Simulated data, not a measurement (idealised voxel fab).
process module | voxel self aligned vias
cross-section cut | 280 nm wide | cells 5 nm
A cross-section is a grid of square cells, given in bands from the top down. A band is one or more rows of cells.
Each band's line starts with the height of the band's top and of its bottom, in nm. Then come its materials from left to right, each with its width in nm. One material with "throughout" fills the band from edge to edge. "air" is empty space.
Height 0 is the level under which the wafer as received is all one material. The lowest band goes on downwards, as in "0 down".
A width such as "30 to 40" changes by the same amount from each row of cells to the next, from the band's top row to its bottom row.
"no change" after a step means that no cell of the cross-section changed.
closed voids: empty space of 8 cells or more with no open way to the top, each as width x height at its distance from the left edge, in nm
after a step's settings: what the simulator itself notes on the step
overlay nm, on a step with a mask: how far to the right of its planned place the mask lay; to the left if negative
plan
1 op RECEIVE | material Si
2 op CONFORMAL_DEP | material SiO2 | thk nm 15
3 op CONFORMAL_DEP | material SiCN | thk nm 5
4 op DIRECTIONAL_DEP | material SiO2 | thk nm 30
5 op DIRECTIONAL_DEP | material aC | thk nm 10
6 op PATTERN | tone open | mask id LINES | material resist | width nm 20 | pitch nm 45 | thk nm 25 | overlay nm 0
7 op DIRECTIONAL_ETCH | etch materials aC | depth nm 10
8 op STRIP | etch materials resist
9 op DIRECTIONAL_ETCH | etch materials SiO2 | depth nm 30
10 op STRIP | etch materials aC
11 op CONFORMAL_DEP | material TiN | thk nm 5
12 op FILL_DEP | material Ru | thk nm 5
13 op CMP | height nm 50
14 op SELECTIVE_ETCH | etch materials W Ru TiN | depth nm 10
15 op FILL_DEP | material SiN | thk nm 5
16 op CMP | height nm 50
17 op DIRECTIONAL_DEP | material SiO2 | thk nm 15
18 op DIRECTIONAL_DEP | material aC | thk nm 10
19 op PATTERN | tone open | mask id VIAS | material resist | width nm 30 | thk nm 25 | overlay nm 0
20 op DIRECTIONAL_ETCH | etch materials aC | depth nm 10
21 op STRIP | etch materials resist
22 op DIRECTIONAL_ETCH | etch materials SiO2 | depth nm 15
23 op DIRECTIONAL_ETCH | etch materials SiN | depth nm 10
24 op STRIP | etch materials aC
25 op CONFORMAL_DEP | material TiN | thk nm 5
26 op FILL_DEP | material Ru | thk nm 10
27 op CMP | height nm 55
28 op CONFORMAL_DEP | material SiCN | thk nm 5
varied across the wafers: height nm of step 27. The plan shows the first wafer's value. All wafers start alike
first wafer as received, after step 1
  0 down: Si throughout
  closed voids: none
first wafer at the end, after step 28
  60 to 55: SiCN throughout
  55 to 50: SiO2 100 | TiN 10 | Ru 10 | TiN 10 | SiO2 150
  50 to 45: SiO2 105 | TiN 5 | Ru 10 | TiN 5 | SiO2 25 | SiN 20 | SiO2 110
  45 to 40: SiO2 105 | TiN 20 | SiO2 25 | SiN 20 | SiO2 110
  40 to 25: SiO2 105 | TiN 5 | Ru 10 | TiN 5 | SiO2 25 | TiN 5 | Ru 10 | TiN 5 | SiO2 110
  25 to 20: SiO2 105 | TiN 20 | SiO2 25 | TiN 20 | SiO2 110
  20 to 15: SiCN throughout
  15 to 0: SiO2 throughout
  0 down: Si throughout
  closed voids: none
last wafer at the end
  85 to 80: SiCN throughout
  80 to 70: Ru throughout
  70 to 65: TiN 105 | Ru 20 | TiN 155
  65 to 55: SiO2 100 | TiN 5 | Ru 20 | TiN 5 | SiO2 150
  55 to 50: SiO2 100 | TiN 10 | Ru 10 | TiN 10 | SiO2 150
  50 to 45: SiO2 105 | TiN 5 | Ru 10 | TiN 5 | SiO2 25 | SiN 20 | SiO2 110
  45 to 40: SiO2 105 | TiN 20 | SiO2 25 | SiN 20 | SiO2 110
  40 to 25: SiO2 105 | TiN 5 | Ru 10 | TiN 5 | SiO2 25 | TiN 5 | Ru 10 | TiN 5 | SiO2 110
  25 to 20: SiO2 105 | TiN 20 | SiO2 25 | TiN 20 | SiO2 110
  20 to 15: SiCN throughout
  15 to 0: SiO2 throughout
  0 down: Si throughout
  closed voids: none
each wafer at the end: cells of each material gained (+) or lost (-) since it was received, then its closed voids
height nm 55 | +16 Ru | +112 SiCN | +8 SiN | +506 SiO2 | +30 TiN | closed voids: none
height nm 60 | +20 Ru | +112 SiCN | +8 SiN | +556 SiO2 | +32 TiN | closed voids: none
height nm 65 | +24 Ru | +112 SiCN | +8 SiN | +606 SiO2 | +34 TiN | closed voids: none
height nm 70 | +28 Ru | +112 SiCN | +8 SiN | +606 SiO2 | +86 TiN | closed voids: none
height nm 75 | +84 Ru | +112 SiCN | +8 SiN | +606 SiO2 | +86 TiN | closed voids: none
height nm 80 | +140 Ru | +112 SiCN | +8 SiN | +606 SiO2 | +86 TiN | closed voids: none
